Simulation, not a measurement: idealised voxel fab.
Documented hereafter: the process module known as voxel self aligned vias.
Each square cell in cross-section cut measures 5 nm, and the section as a whole is 235 nm wide.
Heads up, the way a cross-section reads in here is a grid of square cells, handed over as bands from the top down, with every band being one or more rows of cells. Band entry format. Leading values: height of top, height of bottom, nm. Remainder: materials in left-to-right order, each with its width in nm. Special words: "edge to edge" on a single material, which then fills the band edge to edge; "empty", empty space. Counting heights begins at 0, where everything beneath is, in the wafer as received, one material. The lowest band has no bottom; it goes on downwards, as "top 0, no bottom" shows. A width such as "30->40" changes by the same amount from each row of cells to the next, from the band's top row to its bottom row. When a step is marked "nothing altered", none of the cells in the cross-section changed during that step. Basically, "Closed cavities" tells you about the enclosed voids: empty spaces with no open way to the top, 8 cells or bigger, each written width x height at distance, where distance is from the left edge, all in nm. after a step's settings: what the simulator itself notes on the step. A step line may carry the setting "overlay nm", which, for steps involving a mask, states the distance by which the mask lay to the right of its intended position; negative values denote displacement to the left.

### Planned step list for the process
- 1: RECEIVE (material Si)
- 2: CONFORMAL_DEP (material SiO2; thk nm 10)
- 3: CONFORMAL_DEP (material SiCN; thk nm 5)
- 4: DIRECTIONAL_DEP (material SiO2; thk nm 20)
- 5: PATTERN (tone open; mask id LINES; material resist; width nm 20; pitch nm 60; thk nm 20; overlay nm 0)
- 6: DIRECTIONAL_ETCH (etch materials SiO2; depth nm 20)
- 7: STRIP (etch materials resist)
- 8: CONFORMAL_DEP (material TiN; thk nm 5)
- 9: FILL_DEP (material Ru; thk nm 5)
- 10: CMP (height nm 35)
- 11: SELECTIVE_ETCH (etch materials W Ru TiN; depth nm 10)
- 12: FILL_DEP (material SiN; thk nm 5)
- 13: CMP (height nm 35)
- 14: DIRECTIONAL_DEP (material SiO2; thk nm 20)
- 15: DIRECTIONAL_DEP (material aC; thk nm 15)
- 16: PATTERN (tone open; mask id VIAS; material resist; width nm 30; thk nm 35; overlay nm 0)
- 17: DIRECTIONAL_ETCH (etch materials aC; depth nm 15)
- 18: STRIP (etch materials resist)
- 19: DIRECTIONAL_ETCH (etch materials SiO2; depth nm 20)
- 20: DIRECTIONAL_ETCH (etch materials SiN; depth nm 10)
- 21: STRIP (etch materials aC)
- 22: CONFORMAL_DEP (material TiN; thk nm 5)
- 23: FILL_DEP (material Ru; thk nm 5)
- 24: CMP (height nm 55)
- 25: CONFORMAL_DEP (material SiN; thk nm 5)

### First of two wafers: run as planned

### Received-state cross-section, reflecting completion of step 1
	top 0, no bottom  Si edge to edge
	Closed cavities: none

### The wafer in cross-section once step 2 is complete
	top 10, bottom 0  SiO2 edge to edge
	Unchanged below 0.

### The wafer in cross-section once step 3 is complete
	top 15, bottom 10  SiCN edge to edge
	Unchanged below 10.

### The wafer in cross-section once step 4 is complete
	top 35, bottom 15  SiO2 edge to edge
	Unchanged below 15.

### The wafer in cross-section once step 5 is complete
	top 55, bottom 35  resist (75) / empty (20) / resist (40) / empty (20) / resist (80)
	Unchanged below 35.

### The wafer in cross-section once step 6 is complete
	top 55, bottom 35  resist (75) / empty (20) / resist (40) / empty (20) / resist (80)
	top 35, bottom 15  SiO2 (75) / empty (20) / SiO2 (40) / empty (20) / SiO2 (80)
	Unchanged below 15.

### The wafer in cross-section once step 7 is complete
	top 35, bottom 15  SiO2 (75) / empty (20) / SiO2 (40) / empty (20) / SiO2 (80)
	Unchanged below 15.

### The wafer in cross-section once step 8 is complete
	top 40, bottom 35  TiN (80) / empty (10) / TiN (50) / empty (10) / TiN (85)
	top 35, bottom 20  SiO2 (75) / TiN (5) / empty (10) / TiN (5) / SiO2 (40) / TiN (5) / empty (10) / TiN (5) / SiO2 (80)
	top 20, bottom 15  SiO2 (75) / TiN (20) / SiO2 (40) / TiN (20) / SiO2 (80)
	Unchanged below 15.

### The wafer in cross-section once step 9 is complete
	top 45, bottom 40  Ru edge to edge
	top 40, bottom 35  TiN (80) / Ru (10) / TiN (50) / Ru (10) / TiN (85)
	top 35, bottom 20  SiO2 (75) / TiN (5) / Ru (10) / TiN (5) / SiO2 (40) / TiN (5) / Ru (10) / TiN (5) / SiO2 (80)
	Unchanged below 20.

### The wafer in cross-section once step 10 is complete
	top 35, bottom 20  SiO2 (75) / TiN (5) / Ru (10) / TiN (5) / SiO2 (40) / TiN (5) / Ru (10) / TiN (5) / SiO2 (80)
	Unchanged below 20.

### The wafer in cross-section once step 11 is complete
	top 35, bottom 25  SiO2 (75) / empty (20) / SiO2 (40) / empty (20) / SiO2 (80)
	Unchanged below 25.

### The wafer in cross-section once step 12 is complete
	top 40, bottom 35  SiN edge to edge
	top 35, bottom 25  SiO2 (75) / SiN (20) / SiO2 (40) / SiN (20) / SiO2 (80)
	Unchanged below 25.

### The wafer in cross-section once step 13 is complete
	top 35, bottom 25  SiO2 (75) / SiN (20) / SiO2 (40) / SiN (20) / SiO2 (80)
	Unchanged below 25.

### The wafer in cross-section once step 14 is complete
	top 55, bottom 35  SiO2 edge to edge
	Unchanged below 35.

### The wafer in cross-section once step 15 is complete
	top 70, bottom 55  aC edge to edge
	Unchanged below 55.

### The wafer in cross-section once step 16 is complete
	top 105, bottom 70  resist (70) / empty (30) / resist (135)
	Unchanged below 70.

### The wafer in cross-section once step 17 is complete
	top 90, bottom 70  resist (70) / empty (30) / resist (135)
	top 70, bottom 55  aC (70) / empty (30) / aC (135)
	Unchanged below 55.

### The wafer in cross-section once step 18 is complete
	top 70, bottom 55  aC (70) / empty (30) / aC (135)
	Unchanged below 55.

### The wafer in cross-section once step 19 is complete
	top 70, bottom 55  aC (70) / empty (30) / aC (135)
	top 55, bottom 35  SiO2 (70) / empty (30) / SiO2 (135)
	Unchanged below 35.

### The wafer in cross-section once step 20 is complete
	top 70, bottom 55  aC (70) / empty (30) / aC (135)
	top 55, bottom 35  SiO2 (70) / empty (30) / SiO2 (135)
	top 35, bottom 25  SiO2 (75) / empty (20) / SiO2 (40) / SiN (20) / SiO2 (80)
	Unchanged below 25.

### The wafer in cross-section once step 21 is complete
	top 55, bottom 35  SiO2 (70) / empty (30) / SiO2 (135)
	Unchanged below 35.

### The wafer in cross-section once step 22 is complete
	top 60, bottom 55  TiN (75) / empty (20) / TiN (140)
	top 55, bottom 40  SiO2 (70) / TiN (5) / empty (20) / TiN (5) / SiO2 (135)
	top 40, bottom 35  SiO2 (70) / TiN (10) / empty (10) / TiN (10) / SiO2 (135)
	top 35, bottom 30  SiO2 (75) / TiN (5) / empty (10) / TiN (5) / SiO2 (40) / SiN (20) / SiO2 (80)
	top 30, bottom 25  SiO2 (75) / TiN (20) / SiO2 (40) / SiN (20) / SiO2 (80)
	Unchanged below 25.

### The wafer in cross-section once step 23 is complete
	top 65, bottom 60  Ru edge to edge
	top 60, bottom 55  TiN (75) / Ru (20) / TiN (140)
	top 55, bottom 40  SiO2 (70) / TiN (5) / Ru (20) / TiN (5) / SiO2 (135)
	top 40, bottom 35  SiO2 (70) / TiN (10) / Ru (10) / TiN (10) / SiO2 (135)
	top 35, bottom 30  SiO2 (75) / TiN (5) / Ru (10) / TiN (5) / SiO2 (40) / SiN (20) / SiO2 (80)
	Unchanged below 30.

### The wafer in cross-section once step 24 is complete
	top 55, bottom 40  SiO2 (70) / TiN (5) / Ru (20) / TiN (5) / SiO2 (135)
	Unchanged below 40.

### The wafer in cross-section once step 25 is complete
	top 60, bottom 55  SiN edge to edge
	Unchanged below 55.

### Notes, second wafer: start = first wafer's, plan = first wafer's, execution had one mistake; history identical to first through step 15

### Second wafer, section view, time point: scheduled end of step 16
	top 105, bottom 70  resist (60) / empty (30) / resist (145)
	Unchanged below 70.

### Second wafer, section view, time point: scheduled end of step 17
	top 90, bottom 70  resist (60) / empty (30) / resist (145)
	top 70, bottom 55  aC (60) / empty (30) / aC (145)
	Unchanged below 55.

### Second wafer, section view, time point: scheduled end of step 18
	top 70, bottom 55  aC (60) / empty (30) / aC (145)
	Unchanged below 55.

### Second wafer, section view, time point: scheduled end of step 19
	top 70, bottom 55  aC (60) / empty (30) / aC (145)
	top 55, bottom 35  SiO2 (60) / empty (30) / SiO2 (145)
	Unchanged below 35.

### Second wafer, section view, time point: scheduled end of step 20
	top 70, bottom 55  aC (60) / empty (30) / aC (145)
	top 55, bottom 35  SiO2 (60) / empty (30) / SiO2 (145)
	top 35, bottom 25  SiO2 (75) / empty (15) / SiN (5) / SiO2 (40) / SiN (20) / SiO2 (80)
	Unchanged below 25.

### Second wafer, section view, time point: scheduled end of step 21
	top 55, bottom 35  SiO2 (60) / empty (30) / SiO2 (145)
	Unchanged below 35.

### Second wafer, section view, time point: scheduled end of step 22
	top 60, bottom 55  TiN (65) / empty (20) / TiN (150)
	top 55, bottom 40  SiO2 (60) / TiN (5) / empty (20) / TiN (5) / SiO2 (145)
	top 40, bottom 35  SiO2 (60) / TiN (20) / empty (5) / TiN (5) / SiO2 (145)
	top 35, bottom 30  SiO2 (75) / TiN (5) / empty (5) / TiN (5) / SiN (5) / SiO2 (40) / SiN (20) / SiO2 (80)
	top 30, bottom 25  SiO2 (75) / TiN (15) / SiN (5) / SiO2 (40) / SiN (20) / SiO2 (80)
	Unchanged below 25.

### Second wafer, section view, time point: scheduled end of step 23
	top 65, bottom 60  Ru edge to edge
	top 60, bottom 55  TiN (65) / Ru (20) / TiN (150)
	top 55, bottom 40  SiO2 (60) / TiN (5) / Ru (20) / TiN (5) / SiO2 (145)
	top 40, bottom 35  SiO2 (60) / TiN (20) / Ru (5) / TiN (5) / SiO2 (145)
	top 35, bottom 30  SiO2 (75) / TiN (5) / Ru (5) / TiN (5) / SiN (5) / SiO2 (40) / SiN (20) / SiO2 (80)
	Unchanged below 30.

### Second wafer, section view, time point: scheduled end of step 24
	top 55, bottom 40  SiO2 (60) / TiN (5) / Ru (20) / TiN (5) / SiO2 (145)
	Unchanged below 40.

### Second wafer, section view, time point: scheduled end of step 25
	top 60, bottom 55  SiN edge to edge
	Unchanged below 55.
It is concluded that the wafer was processed incorrectly with respect to the plan, in that not per plan at step 16, really ran PATTERN (tone open; mask id VIAS; material resist; width nm 30; thk nm 35; overlay nm -10)
Final comparison by cell count, materials where the second wafer has more or fewer than the first: 2 fewer of Ru, 2 more of SiN
